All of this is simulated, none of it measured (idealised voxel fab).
Title: Process Module voxel transistor to metal
Cross-section cut: width 205 nm, square cells of 5 nm.
Cross-section layout: square cells on a grid; listed as bands, top to bottom; a band spans one or more cell rows.
The entry gives the band's vertical extent as a top height and a bottom height in nm, then its horizontal make-up as materials from left to right, each with a width in nm. "air" stands for empty space; a single material marked "edge to edge" fills the band edge to edge.
Height is counted from the level 0, under which the received wafer is composed throughout of one material. The lowest of the bands is not closed at the bottom but continues downward, in the notation "from 0 down".
The width entry "30 to 40" should be interpreted row by row: the top row of cells in the band takes the first number, the bottom row takes the second number, and the change between adjacent rows is uniform throughout.
Reading "remained the same" for a step: not a cell of the cross-section changed in it.
"Enclosed void inventory" specifies each empty space that is not open to the top and that occupies no fewer than 8 cells, using the form width x height at distance, the distance measured from the left edge and all three quantities in nm.
Step line, after settings: the simulator's comment on this step.
If you see "overlay nm" on a step's line and that step has a mask, it's telling you how far right of where it was planned the mask ended up; a negative number means it went left instead.

PLANNED STEP LIST FOR THE PROCESS
1. RECEIVE,material Si
2. CONFORMAL_DEP,material SiO2,thk nm 5
3. CONFORMAL_DEP,material SiN,thk nm 15
4. MASKED_ETCH,tone cover,mask id ACTIVE,width nm 115,etch materials SiN,depth nm 15,overlay nm 0
5. MASKED_ETCH,tone cover,mask id ACTIVE,width nm 115,etch materials SiO2,depth nm 5,overlay nm 0
6. MASKED_ETCH,tone cover,mask id ACTIVE,width nm 115,etch materials Si,depth nm 30,overlay nm 0
7. OXIDIZE,depth nm 5
8. FILL_DEP,material SiO2,thk nm 15
9. CMP,height nm 20
10. SELECTIVE_ETCH,etch materials SiO2,depth nm 5
11. STRIP,etch materials SiN
12. SELECTIVE_ETCH,etch materials SiO2,depth nm 5
13. OXIDIZE,depth nm 5
14. DIRECTIONAL_DEP,material polySi,thk nm 30
15. DIRECTIONAL_DEP,material SiCN,thk nm 10
16. MASKED_ETCH,tone cover,mask id GATE,width nm 25,etch materials SiCN,depth nm 20,overlay nm 0
17. MASKED_ETCH,tone cover,mask id GATE,width nm 25,etch materials polySi,depth nm 40,overlay nm 0
18. CONFORMAL_DEP,material SiN,thk nm 10
19. DIRECTIONAL_ETCH,etch materials SiN,depth nm 10
20. DIRECTIONAL_ETCH,etch materials SiO2,depth nm 5
21. DIRECTIONAL_ETCH,etch materials Si,depth nm 5
22. EPI,material SiGe,thk nm 5
23. FILL_DEP,material SiO2,thk nm 5
24. CMP,height nm 40
25. DIRECTIONAL_DEP,material SiO2,thk nm 15
26. DIRECTIONAL_DEP,material aC,thk nm 10
27. PATTERN,tone open,mask id CONTACT,material resist,width nm 20,pitch nm 85,thk nm 30,overlay nm 0
28. DIRECTIONAL_ETCH,etch materials aC,depth nm 10
29. STRIP,etch materials resist
30. DIRECTIONAL_ETCH,etch materials SiO2,depth nm 60
31. STRIP,etch materials aC
32. CONFORMAL_DEP,material TiN,thk nm 5
33. FILL_DEP,material W,thk nm 5
34. CMP,height nm 55
35. DIRECTIONAL_DEP,material TiN,thk nm 5
36. DIRECTIONAL_DEP,material W,thk nm 25
37. MASKED_ETCH,tone cover,mask id METAL_1,width nm 20,pitch nm 85,etch materials W,depth nm 25,overlay nm 0
38. MASKED_ETCH,tone cover,mask id METAL_1,width nm 20,pitch nm 85,etch materials TiN,depth nm 5,overlay nm 0
39. FILL_DEP,material lowk,thk nm 10
40. CMP,height nm 85
41. CONFORMAL_DEP,material SiCN,thk nm 5
42. DIRECTIONAL_DEP,material SiO2,thk nm 25
43. DIRECTIONAL_DEP,material aC,thk nm 15
44. PATTERN,tone open,mask id METAL_2,material resist,width nm 20,pitch nm 85,thk nm 30,overlay nm 0
45. DIRECTIONAL_ETCH,etch materials aC,depth nm 15
46. STRIP,etch materials resist
47. DIRECTIONAL_ETCH,etch materials SiO2,depth nm 15
48. STRIP,etch materials aC
49. DIRECTIONAL_DEP,material aC,thk nm 15
50. PATTERN,tone open,mask id METAL_2_HOLES,material resist,width nm 15,pitch nm 85,thk nm 30,overlay nm 0
51. DIRECTIONAL_ETCH,etch materials aC,depth nm 15
52. STRIP,etch materials resist
53. DIRECTIONAL_ETCH,etch materials SiO2,depth nm 10
54. DIRECTIONAL_ETCH,etch materials SiCN,depth nm 5
55. STRIP,etch materials aC
56. CONFORMAL_DEP,material TiN,thk nm 5
57. FILL_DEP,material Ru,thk nm 10
58. CMP,height nm 115
59. CONFORMAL_DEP,material SiCN,thk nm 5

CROSS-SECTION: WAFER ON ARRIVAL = AFTER STEP 1
> from 0 down | Si edge to edge
> Enclosed void inventory: none

AS-PLANNED RUN: CROSS-SECTION OF THE FIRST OF TWO WAFERS AT END OF MODULE
> from 120 to 115 | SiCN edge to edge
> from 115 to 105 | SiO2: 50 / TiN: 5 / Ru: 10 / TiN: 5 / SiO2: 65 / TiN: 5 / Ru: 10 / TiN: 5 / SiO2: 50
> from 105 to 100 | SiO2: 50 / TiN: 5 / Ru: 5 / TiN: 10 / SiO2: 65 / TiN: 5 / Ru: 5 / TiN: 10 / SiO2: 50
> from 100 to 90 | SiO2: 50 / TiN: 5 / Ru: 5 / TiN: 5 / SiO2: 70 / TiN: 5 / Ru: 5 / TiN: 5 / SiO2: 55
> from 90 to 85 | SiCN: 50 / TiN: 15 / SiCN: 70 / TiN: 15 / SiCN: 55
> from 85 to 60 | lowk: 50 / W: 20 / lowk: 65 / W: 20 / lowk: 50
> from 60 to 55 | lowk: 50 / TiN: 20 / lowk: 65 / TiN: 20 / lowk: 50
> from 55 to 40 | SiO2: 50 / TiN: 5 / W: 10 / TiN: 5 / SiO2: 65 / TiN: 5 / W: 10 / TiN: 5 / SiO2: 50
> from 40 to 30 | SiO2: 50 / TiN: 5 / W: 10 / TiN: 5 / SiO2: 10 / SiN: 10 / SiCN: 25 / SiN: 10 / SiO2: 10 / TiN: 5 / W: 10 / TiN: 5 / SiO2: 50
> from 30 to 10 | SiO2: 50 / TiN: 5 / W: 10 / TiN: 5 / SiO2: 10 / SiN: 10 / polySi: 25 / SiN: 10 / SiO2: 10 / TiN: 5 / W: 10 / TiN: 5 / SiO2: 50
> from 10 to 0 | SiO2: 40 / SiN: 10 / TiN: 5 / W: 10 / TiN: 5 / SiO2: 10 / SiN: 10 / polySi: 25 / SiN: 10 / SiO2: 10 / TiN: 5 / W: 10 / TiN: 5 / SiN: 10 / SiO2: 40
> from 0 to -5 | SiO2: 50 / TiN: 20 / SiO2: 5 / SiGe: 5 / SiO2: 45 / SiGe: 5 / SiO2: 5 / TiN: 20 / SiO2: 50
> from -5 to -10 | SiO2: 50 / SiGe: 30 / Si: 45 / SiGe: 30 / SiO2: 50
> from -10 to -35 | SiO2: 50 / Si: 105 / SiO2: 50
> from -35 down | Si edge to edge
> Enclosed void inventory: none

CROSS-SECTION OF THE LATTER OF THE TWO WAFERS AT MODULE COMPLETION. IT HAD AN IDENTICAL START AND AN IDENTICAL PLAN TO THE FORMER; IN RUNNING IT, ONE MISTAKE WAS MADE
> from 120 to 115 | SiCN edge to edge
> from 115 to 105 | SiO2: 50 / TiN: 5 / Ru: 10 / TiN: 5 / SiO2: 65 / TiN: 5 / Ru: 10 / TiN: 5 / SiO2: 50
> from 105 to 100 | SiO2: 50 / TiN: 5 / Ru: 5 / TiN: 10 / SiO2: 65 / TiN: 5 / Ru: 5 / TiN: 10 / SiO2: 50
> from 100 to 90 | SiO2: 50 / TiN: 5 / Ru: 5 / TiN: 5 / SiO2: 70 / TiN: 5 / Ru: 5 / TiN: 5 / SiO2: 55
> from 90 to 85 | SiCN: 50 / TiN: 15 / SiCN: 70 / TiN: 15 / SiCN: 55
> from 85 to 60 | lowk: 50 / W: 20 / lowk: 65 / W: 20 / lowk: 50
> from 60 to 55 | lowk: 50 / TiN: 20 / lowk: 65 / TiN: 20 / lowk: 50
> from 55 to 40 | SiO2: 50 / TiN: 5 / W: 10 / TiN: 5 / SiO2: 65 / TiN: 5 / W: 10 / TiN: 5 / SiO2: 50
> from 40 to 30 | SiO2: 50 / TiN: 5 / W: 10 / TiN: 5 / SiO2: 10 / SiN: 10 / SiCN: 25 / SiN: 10 / SiO2: 10 / TiN: 5 / W: 10 / TiN: 5 / SiO2: 50
> from 30 to 10 | SiO2: 50 / TiN: 5 / W: 10 / TiN: 5 / SiO2: 10 / SiN: 10 / polySi: 25 / SiN: 10 / SiO2: 10 / TiN: 5 / W: 10 / TiN: 5 / SiO2: 50
> from 10 to 0 | SiO2: 40 / SiN: 10 / TiN: 5 / W: 10 / TiN: 5 / SiO2: 10 / SiN: 10 / polySi: 25 / SiN: 10 / SiO2: 10 / TiN: 5 / W: 10 / TiN: 5 / SiN: 10 / SiO2: 40
> from 0 to -5 | SiO2: 50 / TiN: 20 / SiO2: 5 / SiGe: 5 / SiO2: 45 / SiGe: 5 / SiO2: 5 / TiN: 20 / SiO2: 50
> from -5 to -10 | SiO2: 50 / SiGe: 30 / Si: 45 / SiGe: 30 / SiO2: 50
> from -10 to -65 | SiO2: 50 / Si: 105 / SiO2: 50
> from -65 down | Si edge to edge
> Enclosed void inventory: none
What was the processing mistake? in the plan, step 6 was performed twice
The closing comparison, in cells, has the second wafer with more or fewer of some materials than the first: -120 Si; +120 SiO2
